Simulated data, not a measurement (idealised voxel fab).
Documented hereafter: the process module known as voxel wiring stack.
Displayed cross-section: cut, width of 210 nm, square cells sized 5 nm.
A cross-section is a grid of square cells, given in bands from the top down. A band is one or more rows of cells.
Top height, bottom height, nm. Materials left to right, width each, nm. Single material + "all across" = fills band edge to edge. "empty" = empty.
Heads up on the height convention: 0 is the point under which the incoming wafer is all one material, and the lowest band has no bottom, it just keeps going down, like "0 -> down".
With a width like "30->40", each row of cells in the band differs from the next by the same amount, the top row carrying the first number and the bottom row the second.
"nothing changed", as given for a step, is the statement that not any cell of the cross-section underwent a change during that step.
"Sealed void list" means: voids of 8 cells or more that are shut off from the top with no open way through. Written width x height at distance, distance from the left edge, in nm.
Note: text after step settings on the step line = simulator remark on that step.
overlay nm: mask right of planned place by this much (step with mask). Neg. = left.
-- Planned step list for the process
1. RECEIVE [material Si]
2. CONFORMAL_DEP [material SiO2] [thk nm 15]
3. DIRECTIONAL_DEP [material TiN] [thk nm 5]
4. DIRECTIONAL_DEP [material W] [thk nm 20]
5. DIRECTIONAL_DEP [material aC] [thk nm 10]
6. PATTERN [tone cover] [mask id METAL_1] [material resist] [width nm 20] [pitch nm 40] [thk nm 25] [overlay nm 0]
7. DIRECTIONAL_ETCH [etch materials aC] [depth nm 10]
8. STRIP [etch materials resist]
9. DIRECTIONAL_ETCH [etch materials W] [depth nm 20]
10. DIRECTIONAL_ETCH [etch materials TiN] [depth nm 5]
11. STRIP [etch materials aC]
12. CONFORMAL_DEP [material SiN] [thk nm 5]
13. FILL_DEP [material lowk] [thk nm 10]
14. CMP [height nm 40]
15. CONFORMAL_DEP [material SiCN] [thk nm 5]
16. DIRECTIONAL_DEP [material lowk] [thk nm 25]
17. PATTERN [tone open] [mask id METAL_2] [material resist] [width nm 20] [pitch nm 40] [thk nm 15] [overlay nm 0]
18. DIRECTIONAL_ETCH [etch materials lowk] [depth nm 15]
19. STRIP [etch materials resist]
20. DIRECTIONAL_DEP [material aC] [thk nm 15]
21. PATTERN [tone open] [mask id METAL_2_HOLES] [material resist] [width nm 15] [pitch nm 80] [thk nm 30] [overlay nm 0]
22. DIRECTIONAL_ETCH [etch materials aC] [depth nm 15]
23. STRIP [etch materials resist]
24. DIRECTIONAL_ETCH [etch materials lowk] [depth nm 10]
25. DIRECTIONAL_ETCH [etch materials SiCN] [depth nm 5]
26. STRIP [etch materials aC]
27. CONFORMAL_DEP [material TiN] [thk nm 5]
28. FILL_DEP [material Cu] [thk nm 10]
29. CMP [height nm 70]
30. CONFORMAL_DEP [material SiCN] [thk nm 5]
31. DIRECTIONAL_DEP [material lowk] [thk nm 10]
32. MASKED_ETCH [tone open] [mask id PLUG_2] [width nm 15] [pitch nm 80] [etch materials lowk] [depth nm 10] [overlay nm 0]
33. MASKED_ETCH [tone open] [mask id PLUG_2] [width nm 15] [pitch nm 80] [etch materials SiCN] [depth nm 5] [overlay nm 0]
34. CONFORMAL_DEP [material TiN] [thk nm 5]
35. FILL_DEP [material Cu] [thk nm 10]
36. CMP [height nm 85]
37. CONFORMAL_DEP [material SiN] [thk nm 5]
38. DIRECTIONAL_DEP [material SiO2] [thk nm 20]
39. MASKED_ETCH [tone open] [mask id METAL_3] [width nm 20] [pitch nm 40] [etch materials SiO2] [depth nm 20] [overlay nm 0]
40. MASKED_ETCH [tone open] [mask id METAL_3] [width nm 20] [pitch nm 40] [etch materials SiN] [depth nm 5] [overlay nm 0]
41. CONFORMAL_DEP [material TiN] [thk nm 5]
42. FILL_DEP [material Cu] [thk nm 10]
43. CMP [height nm 110]
44. CONFORMAL_DEP [material SiCN] [thk nm 5]
45. DIRECTIONAL_DEP [material lowk] [thk nm 35]
46. PATTERN [tone open] [mask id METAL_4_HOLES] [material resist] [width nm 15] [pitch nm 40] [thk nm 20] [overlay nm 0]
47. DIRECTIONAL_ETCH [etch materials lowk] [depth nm 35]
48. STRIP [etch materials resist]
49. DIRECTIONAL_DEP [material aC] [thk nm 10]
50. PATTERN [tone open] [mask id METAL_4] [material resist] [width nm 20] [pitch nm 40] [thk nm 25] [overlay nm 0]
51. DIRECTIONAL_ETCH [etch materials aC] [depth nm 10]
52. STRIP [etch materials resist]
53. DIRECTIONAL_ETCH [etch materials lowk] [depth nm 20]
54. DIRECTIONAL_ETCH [etch materials SiCN] [depth nm 5]
55. STRIP [etch materials aC]
56. CONFORMAL_DEP [material TiN] [thk nm 5]
57. FILL_DEP [material Ru] [thk nm 10]
58. CMP [height nm 140]
59. CONFORMAL_DEP [material SiN] [thk nm 5]
The wafers are alike at the start. At step 58, their height nm differs. The plan lists the first wafer's value.
-- As received, i.e. after step 1: cross-section through the first of several wafers
0 -> down = Si all across
Sealed void list: none
-- Rows = wafers. At module end, each row lists per material the cells gained (+) or lost (-) since the wafer was received, then the closed voids
height nm 140, +46 Cu, +18 Ru, +105 SiCN, +126 SiN, +246 SiO2, +140 TiN, +48 W, +489 lowk, Sealed void list: none
height nm 145, +46 Cu, +24 Ru, +105 SiCN, +126 SiN, +246 SiO2, +146 TiN, +48 W, +519 lowk, Sealed void list: none
height nm 150, +46 Cu, +30 Ru, +105 SiCN, +126 SiN, +246 SiO2, +152 TiN, +48 W, +549 lowk, Sealed void list: none
height nm 155, +46 Cu, +36 Ru, +105 SiCN, +126 SiN, +246 SiO2, +188 TiN, +48 W, +549 lowk, Sealed void list: none
height nm 160, +46 Cu, +78 Ru, +105 SiCN, +126 SiN, +246 SiO2, +188 TiN, +48 W, +549 lowk, Sealed void list: none
height nm 165, +46 Cu, +120 Ru, +105 SiCN, +126 SiN, +246 SiO2, +188 TiN, +48 W, +549 lowk, Sealed void list: none
